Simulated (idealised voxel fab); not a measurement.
Herein follows the process module entitled voxel self aligned contacts.
Displayed cross-section: cut, width of 285 nm, square cells sized 5 nm.
We lay out every cross-section as a grid of square cells and spell it out in bands from the top down, where one band means one or more rows of cells. The band entry comprises the height of the band's top followed by the height of its bottom, expressed in nm, and subsequently the band's materials from left to right, each stated together with its width in nm. Where a single material is marked with the word "full width", that material fills the band from edge to edge. The word "air" represents empty space. It should be noted that heights are counted from 0, beneath which the wafer as supplied is of one material throughout, and that the lowest band possesses no lower boundary but continues downward, as written in "0 and below". When a width is written as two numbers, as in "30 to 40", the first number is the width in the top row of cells of the band and the second is the width in its bottom row, and the width changes by the same amount from each row to the next. No cell of the cross-section changed in a step that is given as "no change". "Closed voids list" contains a list of empty spaces, each no smaller than 8 cells and without an open way to the top, written in the form width x height at distance with the distance from the left edge and all three in nm. Text after the settings on a step's line: the simulator's own remark on that step. overlay nm: mask right of planned place by this much (step with mask). Neg. = left.
SET OUT BELOW ARE THE PLANNED STEPS OF THE PROCESS
1: RECEIVE with material Si
2: CONFORMAL_DEP with material SiO2, thk nm 5
3: DIRECTIONAL_DEP with material polySi, thk nm 25
4: DIRECTIONAL_DEP with material SiN, thk nm 15
5: DIRECTIONAL_DEP with material aC, thk nm 15
6: PATTERN with tone cover, mask id GATE, material resist, width nm 35, pitch nm 60, thk nm 30, overlay nm 0
7: DIRECTIONAL_ETCH with etch materials aC, depth nm 15
8: STRIP with etch materials resist
9: DIRECTIONAL_ETCH with etch materials SiN, depth nm 15
10: DIRECTIONAL_ETCH with etch materials polySi, depth nm 25
11: STRIP with etch materials aC
12: CONFORMAL_DEP with material SiN, thk nm 5
13: DIRECTIONAL_ETCH with etch materials SiN, depth nm 5
14: FILL_DEP with material SiO2, thk nm 15
15: CMP with height nm 55
16: DIRECTIONAL_DEP with material aC, thk nm 15
17: PATTERN with tone open, mask id CONTACT, material resist, width nm 45, pitch nm 60, thk nm 35, overlay nm 0
18: DIRECTIONAL_ETCH with etch materials aC, depth nm 15
19: STRIP with etch materials resist
20: DIRECTIONAL_ETCH with etch materials SiO2, depth nm 55
21: STRIP with etch materials aC
22: CONFORMAL_DEP with material TiN, thk nm 5
23: FILL_DEP with material Ru, thk nm 5
24: CMP with height nm 55
25: CONFORMAL_DEP with material SiCN, thk nm 5
CROSS-SECTION OF THE WAFER AT RECEIPT, WHICH IS THE CONDITION AFTER STEP 1
- 0 and below = Si full width
- Closed voids list: none
END STATE OF THE MODULE IN CROSS-SECTION, GIVEN THE ABOVE STARTING POINT AND PLAN AND ONE MISTAKE IN EXECUTION
- 60 down to 55 = SiCN full width
- 55 down to 50 = Ru 85 nm; TiN 5 nm; SiO2 45 nm; TiN 5 nm; Ru 5 nm; TiN 5 nm; SiO2 45 nm; TiN 5 nm; Ru 85 nm
- 50 down to 45 = Ru 55 nm; TiN 35 nm; SiO2 45 nm; TiN 15 nm; SiO2 45 nm; TiN 35 nm; Ru 55 nm
- 45 down to 30 = Ru 55 nm; TiN 5 nm; SiN 45 nm; SiO2 15 nm; SiN 45 nm; SiO2 15 nm; SiN 45 nm; TiN 5 nm; Ru 55 nm
- 30 down to 5 = Ru 55 nm; TiN 5 nm; SiN 5 nm; polySi 35 nm; SiN 5 nm; SiO2 15 nm; SiN 5 nm; polySi 35 nm; SiN 5 nm; SiO2 15 nm; SiN 5 nm; polySi 35 nm; SiN 5 nm; TiN 5 nm; Ru 55 nm
- 5 down to 0 = TiN 60 nm; SiO2 165 nm; TiN 60 nm
- 0 and below = Si full width
- Closed voids list: none
What went wrong in running the wafer? step 17: run off-plan, actual operation and settings PATTERN with tone cover, mask id CONTACT, material resist, width nm 45, pitch nm 60, thk nm 35, overlay nm 0
